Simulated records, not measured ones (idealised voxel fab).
Process module in this document: voxel self aligned vias
The width of the displayed cross-section, cut, is 225 nm; its cells are square, with a size of 5 nm.
Just so we're on the same page, the cross-sections are grids of square cells, and they're listed out in bands top to bottom, each band one or more rows deep.
Basically the band line says how high the top is and how high the bottom is, in nm, and then what's in it from left to right, every material with its width in nm. Empty space shows up as "blank", and if a single material carries "everywhere" it runs the full band edge to edge.
Note: height 0 marks the level under which the wafer is uniformly one material as received. Lowest band unbounded below, written "0 down".
The two numbers in a width such as "30..40" mark its ends across the band: the first belongs to the top row of cells, the second to the bottom row, and from each row to the next the width moves by the same amount.
"same as before" for a step: no cell of the cross-section changed in that step.
Closed empty spaces (no open way to the top) of 8 cells or more are what "Closed void catalog" lists, each as width x height at distance from the left edge, nm for all three.
Where a step's line continues beyond its settings, the continuation is a remark by the simulator itself on that step.
overlay nm: for a step with a mask, the amount by which the mask lay right of where it was planned; a negative amount means left of it.
This section lists the process steps that were planned:
1) RECEIVE,material Si
2) CONFORMAL_DEP,material SiO2,thk nm 15
3) CONFORMAL_DEP,material SiCN,thk nm 5
4) DIRECTIONAL_DEP,material SiO2,thk nm 30
5) DIRECTIONAL_DEP,material aC,thk nm 15
6) PATTERN,tone open,mask id LINES,material resist,width nm 20,pitch nm 55,thk nm 30,overlay nm 0
7) DIRECTIONAL_ETCH,etch materials aC,depth nm 15
8) STRIP,etch materials resist
9) DIRECTIONAL_ETCH,etch materials SiO2,depth nm 30
10) STRIP,etch materials aC
11) CONFORMAL_DEP,material TiN,thk nm 5
12) FILL_DEP,material Ru,thk nm 5
13) CMP,height nm 50
14) SELECTIVE_ETCH,etch materials W Ru TiN,depth nm 5
15) FILL_DEP,material SiN,thk nm 10
16) CMP,height nm 50
17) DIRECTIONAL_DEP,material SiO2,thk nm 15
18) PATTERN,tone open,mask id VIAS,material resist,width nm 40,pitch nm 55,thk nm 15,overlay nm 0
19) DIRECTIONAL_ETCH,etch materials SiO2,depth nm 15
20) DIRECTIONAL_ETCH,etch materials SiN,depth nm 5
21) STRIP,etch materials resist
22) CONFORMAL_DEP,material TiN,thk nm 5
23) FILL_DEP,material Cu,thk nm 5
24) CMP,height nm 65
25) CONFORMAL_DEP,material SiN,thk nm 5
Here's what the wafer looked like in cross-section when it arrived - that's after step 1:
* 0 down  Si everywhere
* Closed void catalog: none
a wafer at the end: this start, this plan, one mistake:
* 70 to 65  SiN everywhere
* 65 to 55  65 nm SiO2  5 nm TiN  30 nm Cu  5 nm TiN  15 nm SiO2  5 nm TiN  30 nm Cu  5 nm TiN  65 nm SiO2
* 55 to 50  65 nm SiN  40 nm TiN  15 nm SiN  40 nm TiN  65 nm SiN
* 50 to 45  75 nm SiO2  20 nm SiN  35 nm SiO2  20 nm SiN  75 nm SiO2
* 45 to 25  75 nm SiO2  5 nm TiN  10 nm Ru  5 nm TiN  35 nm SiO2  5 nm TiN  10 nm Ru  5 nm TiN  75 nm SiO2
* 25 to 20  75 nm SiO2  20 nm TiN  35 nm SiO2  20 nm TiN  75 nm SiO2
* 20 to 15  SiCN everywhere
* 15 to 0  SiO2 everywhere
* 0 down  Si everywhere
* Closed void catalog: none
Deviation from plan: step 16 ran differently from the plan; actual operation with settings: CMP,height nm 55
